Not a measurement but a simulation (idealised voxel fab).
process module | voxel capacitor over wiring
cross-section cut | 245 nm wide | cells 5 nm
A cross-section is a grid of square cells, given in bands from the top down. A band is one or more rows of cells.
Each band's line starts with the height of the band's top and of its bottom, in nm. Then come its materials from left to right, each with its width in nm. One material with "throughout" fills the band from edge to edge. "air" is empty space.
Height 0 is the level under which the wafer as received is all one material. The lowest band goes on downwards, as in "0 down".
A width such as "30 to 40" changes by the same amount from each row of cells to the next, from the band's top row to its bottom row.
"no change" after a step means that no cell of the cross-section changed.
closed voids: empty space of 8 cells or more with no open way to the top, each as width x height at its distance from the left edge, in nm
after a step's settings: what the simulator itself notes on the step
overlay nm, on a step with a mask: how far to the right of its planned place the mask lay; to the left if negative
plan
1 op RECEIVE | material Si
2 op CONFORMAL_DEP | material SiO2 | thk nm 15
3 op DIRECTIONAL_DEP | material TiN | thk nm 5
4 op DIRECTIONAL_DEP | material Ru | thk nm 25
5 op PATTERN | tone cover | mask id METAL_1 | material resist | width nm 20 | pitch nm 75 | thk nm 20 | overlay nm 0
6 op DIRECTIONAL_ETCH | etch materials Ru | depth nm 25
7 op DIRECTIONAL_ETCH | etch materials TiN | depth nm 5
8 op STRIP | etch materials resist
9 op CONFORMAL_DEP | material SiCN | thk nm 5
10 op FILL_DEP | material SiO2 | thk nm 5
11 op CMP | height nm 45
12 op CONFORMAL_DEP | material SiCN | thk nm 5
13 op DIRECTIONAL_DEP | material lowk | thk nm 20
14 op MASKED_ETCH | tone open | mask id PLUG_1 | width nm 15 | etch materials lowk | depth nm 20 | overlay nm 0
15 op MASKED_ETCH | tone open | mask id PLUG_1 | width nm 15 | etch materials SiCN | depth nm 5 | overlay nm 0
16 op CONFORMAL_DEP | material TiN | thk nm 5
17 op FILL_DEP | material W | thk nm 10
18 op CMP | height nm 70
19 op DIRECTIONAL_DEP | material TiN | thk nm 5
20 op DIRECTIONAL_DEP | material SiN | thk nm 5
21 op DIRECTIONAL_DEP | material TiN | thk nm 10
22 op DIRECTIONAL_DEP | material aC | thk nm 10
23 op PATTERN | tone cover | mask id UPPER_PLATE | material resist | width nm 60 | thk nm 25 | overlay nm 0
24 op DIRECTIONAL_ETCH | etch materials aC | depth nm 10
25 op STRIP | etch materials resist
26 op DIRECTIONAL_ETCH | etch materials TiN | depth nm 10
27 op DIRECTIONAL_ETCH | etch materials SiN | depth nm 5
28 op STRIP | etch materials aC
29 op PATTERN | tone cover | mask id LOWER_PLATE | material resist | width nm 70 | thk nm 15 | overlay nm 0
30 op DIRECTIONAL_ETCH | etch materials TiN | depth nm 5
31 op STRIP | etch materials resist
32 op FILL_DEP | material SiO2 | thk nm 20
33 op CMP | height nm 105
34 op PATTERN | tone open | mask id PLUG_2 | material resist | width nm 15 | thk nm 20 | overlay nm 0
35 op DIRECTIONAL_ETCH | etch materials SiO2 | depth nm 15
36 op STRIP | etch materials resist
37 op CONFORMAL_DEP | material TiN | thk nm 5
38 op FILL_DEP | material Ru | thk nm 10
39 op CMP | height nm 105
40 op CONFORMAL_DEP | material SiN | thk nm 5
as received, after step 1
  0 down: Si throughout
  closed voids: none
first wafer at the end, as planned
  110 to 105: SiN throughout
  105 to 95: SiO2 90 | TiN 5 | Ru 5 | TiN 5 | SiO2 140
  95 to 90: SiO2 90 | TiN 15 | SiO2 140
  90 to 80: SiO2 80 | TiN 60 | SiO2 105
  80 to 75: SiO2 80 | SiN 60 | SiO2 105
  75 to 70: SiO2 75 | TiN 70 | SiO2 100
  70 to 50: lowk 80 | TiN 5 | W 5 | TiN 5 | lowk 150
  50 to 45: SiCN 80 | TiN 15 | SiCN 150
  45 to 20: SiO2 70 | SiCN 5 | Ru 20 | SiCN 5 | SiO2 45 | SiCN 5 | Ru 20 | SiCN 5 | SiO2 70
  20 to 15: SiCN 75 | TiN 20 | SiCN 55 | TiN 20 | SiCN 75
  15 to 0: SiO2 throughout
  0 down: Si throughout
  closed voids: none
second wafer at the end: like start, like plan, one mistake
  110 to 105: SiN throughout
  105 to 95: SiO2 90 | TiN 5 | Ru 5 | TiN 5 | SiO2 140
  95 to 90: SiO2 90 | TiN 15 | SiO2 140
  90 to 85: SiO2 throughout
  85 to 80: SiO2 80 | TiN 60 | SiO2 105
  80 to 75: SiO2 80 | SiN 60 | SiO2 105
  75 to 70: TiN 75 | SiO2 5 | TiN 60 | SiO2 5 | TiN 100
  70 to 50: lowk 80 | TiN 5 | W 5 | TiN 5 | lowk 150
  50 to 45: SiCN 80 | TiN 15 | SiCN 150
  45 to 20: SiO2 70 | SiCN 5 | Ru 20 | SiCN 5 | SiO2 45 | SiCN 5 | Ru 20 | SiCN 5 | SiO2 70
  20 to 15: SiCN 75 | TiN 20 | SiCN 55 | TiN 20 | SiCN 75
  15 to 0: SiO2 throughout
  0 down: Si throughout
  closed voids: none
what went wrong: step 29 ran as: op PATTERN | tone open | mask id LOWER_PLATE | material resist | width nm 70 | thk nm 15 | overlay nm 0
at the end the second wafer has, in cells: 21 fewer of SiO2 | 21 more of TiN
